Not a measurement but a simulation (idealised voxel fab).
This section sets out a process module, namely voxel self aligned contacts.
Section cut is 205 nm wide and gridded with 5 nm square cells.
If you're reading a cross-section in this doc, picture square cells in a grid; it comes to you as bands, top ones listed first down to the bottom, and a band can be one or more rows of cells. The entry gives the band's vertical extent as a top height and a bottom height in nm, then its horizontal make-up as materials from left to right, each with a width in nm. "blank" stands for empty space; a single material marked "edge to edge" fills the band edge to edge. It should be noted that heights are counted from 0, beneath which the wafer as supplied is of one material throughout, and that the lowest band possesses no lower boundary but continues downward, as written in "0 and below". So if you see something like "30->40" for the width, read it as the top row of the band sitting at the first number and the bottom row at the second, with every row in between moving by the same amount as the last. Key: "identical to before" - step with no changed cell in the cross-section. The entry "Cavities, sealed" lists the empty spaces that cover at least 8 cells and have no open path to the top. Each is written as width x height at distance, where the distance is measured from the left edge and all three values are in nm. Read whatever lies past the settings on a step's line as the simulator's own remark about the step. What "overlay nm" on a step's line means: if the step has a mask, that mask lay this far to the right of its planned place, or, when the value is negative, to the left.
[These are the steps we planned for the process]
1: RECEIVE with material Si
2: OXIDIZE with depth nm 5
3: DIRECTIONAL_DEP with material polySi, thk nm 30
4: DIRECTIONAL_DEP with material SiN, thk nm 20
5: PATTERN with tone cover, mask id GATE, material resist, width nm 25, pitch nm 65, thk nm 20, overlay nm 0
6: DIRECTIONAL_ETCH with etch materials SiN, depth nm 20
7: DIRECTIONAL_ETCH with etch materials polySi, depth nm 30
8: STRIP with etch materials resist
9: CONFORMAL_DEP with material SiN, thk nm 5
10: DIRECTIONAL_ETCH with etch materials SiN, depth nm 5
11: FILL_DEP with material SiO2, thk nm 15
12: CMP with height nm 55
13: MASKED_ETCH with tone open, mask id CONTACT, width nm 50, pitch nm 65, etch materials SiO2, depth nm 60, overlay nm 0
14: CONFORMAL_DEP with material TiN, thk nm 5
15: FILL_DEP with material W, thk nm 5
16: CMP with height nm 55
17: CONFORMAL_DEP with material SiCN, thk nm 5
The plan's step 5 width nm is the first wafer's value; the wafers differ in this setting and start identical.
[So this is the first of several wafers, cross-sectioned as it came to us, meaning it's at the end of step 1]
	0 and below  Si edge to edge
	Cavities, sealed: none
[At the end of the module, after its last step, step 17, the first of several wafers appears in cross-section as follows]
	60 down to 55  SiCN edge to edge
	55 down to 50  45 of SiO2 / 15 of TiN / 20 of W / 15 of TiN / 15 of SiO2 / 15 of TiN / 20 of W / 15 of TiN / 45 of SiO2
	50 down to 30  20 of SiO2 / 35 of SiN / 5 of TiN / 20 of W / 5 of TiN / 35 of SiN / 5 of TiN / 20 of W / 5 of TiN / 35 of SiN / 20 of SiO2
	30 down to 0  20 of SiO2 / 5 of SiN / 25 of polySi / 5 of SiN / 5 of TiN / 20 of W / 5 of TiN / 5 of SiN / 25 of polySi / 5 of SiN / 5 of TiN / 20 of W / 5 of TiN / 5 of SiN / 25 of polySi / 5 of SiN / 20 of SiO2
	0 down to -5  55 of SiO2 / 30 of TiN / 35 of SiO2 / 30 of TiN / 55 of SiO2
	-5 and below  Si edge to edge
	Cavities, sealed: none
[Cross-section, module end, final of several wafers]
	60 down to 55  SiCN edge to edge
	55 down to 50  45 of SiO2 / 50 of TiN / 15 of SiO2 / 50 of TiN / 45 of SiO2
	50 down to 30  10 of SiO2 / 55 of SiN / 10 of TiN / 55 of SiN / 10 of TiN / 55 of SiN / 10 of SiO2
	30 down to 0  10 of SiO2 / 5 of SiN / 45 of polySi / 5 of SiN / 10 of TiN / 5 of SiN / 45 of polySi / 5 of SiN / 10 of TiN / 5 of SiN / 45 of polySi / 5 of SiN / 10 of SiO2
	0 down to -5  65 of SiO2 / 10 of TiN / 55 of SiO2 / 10 of TiN / 65 of SiO2
	-5 and below  Si edge to edge
	Cavities, sealed: none
[Rows = wafers. At module end, each row lists per material the cells gained (+) or lost (-) since the wafer was received, then the closed voids]
width nm 25, -41 Si, +41 SiCN, +120 SiN, +130 SiO2, +64 TiN, +88 W, +90 polySi, Cavities, sealed: none
width nm 30, -41 Si, +41 SiCN, +132 SiN, +122 SiO2, +64 TiN, +66 W, +108 polySi, Cavities, sealed: none
width nm 35, -41 Si, +41 SiCN, +144 SiN, +114 SiO2, +64 TiN, +44 W, +126 polySi, Cavities, sealed: none
width nm 40, -41 Si, +41 SiCN, +156 SiN, +106 SiO2, +64 TiN, +22 W, +144 polySi, Cavities, sealed: none
width nm 45, -41 Si, +41 SiCN, +168 SiN, +98 SiO2, +64 TiN, +162 polySi, Cavities, sealed: none
